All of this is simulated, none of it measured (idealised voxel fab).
process module | voxel local oxidation
cross-section cut | 270 nm wide | cells 5 nm
A cross-section is a grid of square cells, given in bands from the top down. A band is one or more rows of cells.
Each band's line starts with the height of the band's top and of its bottom, in nm. Then come its materials from left to right, each with its width in nm. One material with "throughout" fills the band from edge to edge. "air" is empty space.
Height 0 is the level under which the wafer as received is all one material. The lowest band goes on downwards, as in "0 down".
A width such as "30 to 40" changes by the same amount from each row of cells to the next, from the band's top row to its bottom row.
"no change" after a step means that no cell of the cross-section changed.
closed voids: empty space of 8 cells or more with no open way to the top, each as width x height at its distance from the left edge, in nm
after a step's settings: what the simulator itself notes on the step
overlay nm, on a step with a mask: how far to the right of its planned place the mask lay; to the left if negative
plan
1 op RECEIVE | material Si
2 op CONFORMAL_DEP | material SiO2 | thk nm 5
3 op CONFORMAL_DEP | material SiN | thk nm 15
4 op PATTERN | tone cover | mask id ACTIVE | material resist | width nm 100 | thk nm 20 | overlay nm 0
5 op DIRECTIONAL_ETCH | etch materials SiN | depth nm 15
6 op STRIP | etch materials resist
7 op SELECTIVE_ETCH | etch materials SiO2 | depth nm 5
8 op OXIDIZE | depth nm 10
9 op STRIP | etch materials SiN
first wafer, as planned
as received, after step 1
  0 down: Si throughout
  closed voids: none
after step 2
  5 to 0: SiO2 throughout
  below 0: unchanged
after step 3
  20 to 5: SiN throughout
  below 5: unchanged
after step 4
  40 to 20: air 85 | resist 100 | air 85
  below 20: unchanged
after step 5
  40 to 20: air 85 | resist 100 | air 85
  20 to 5: air 85 | SiN 100 | air 85
  below 5: unchanged
after step 6
  20 to 5: air 85 | SiN 100 | air 85
  below 5: unchanged
after step 7
  20 to 5: air 85 | SiN 100 | air 85
  5 to 0: air 90 | SiO2 90 | air 90
  below 0: unchanged
after step 8
  20 to 5: air 85 | SiN 100 | air 85
  5 to 0: air 90 | SiO2 90 | air 90
  0 to -10: SiO2 100 | Si 70 | SiO2 100
  below -10: unchanged
after step 9
  5 to 0: air 90 | SiO2 90 | air 90
  below 0: unchanged
second wafer: like start, like plan, one mistake. Through step 3 it matches the first wafer
when step 4 should have ended
  40 to 20: resist 85 | air 100 | resist 85
  below 20: unchanged
when step 5 should have ended
  40 to 20: resist 85 | air 100 | resist 85
  20 to 5: SiN 85 | air 100 | SiN 85
  below 5: unchanged
when step 6 should have ended
  20 to 5: SiN 85 | air 100 | SiN 85
  below 5: unchanged
when step 7 should have ended
  20 to 5: SiN 85 | air 100 | SiN 85
  5 to 0: SiO2 80 | air 110 | SiO2 80
  below 0: unchanged
when step 8 should have ended
  20 to 5: SiN 85 | air 100 | SiN 85
  5 to 0: SiO2 80 | air 110 | SiO2 80
  0 to -10: Si 70 | SiO2 130 | Si 70
  below -10: unchanged
when step 9 should have ended
  5 to 0: SiO2 80 | air 110 | SiO2 80
  below 0: unchanged
what went wrong: step 4 ran as: op PATTERN | tone open | mask id ACTIVE | material resist | width nm 100 | thk nm 20 | overlay nm 0
at the end the second wafer has, in cells: 28 more of Si | 14 fewer of SiO2
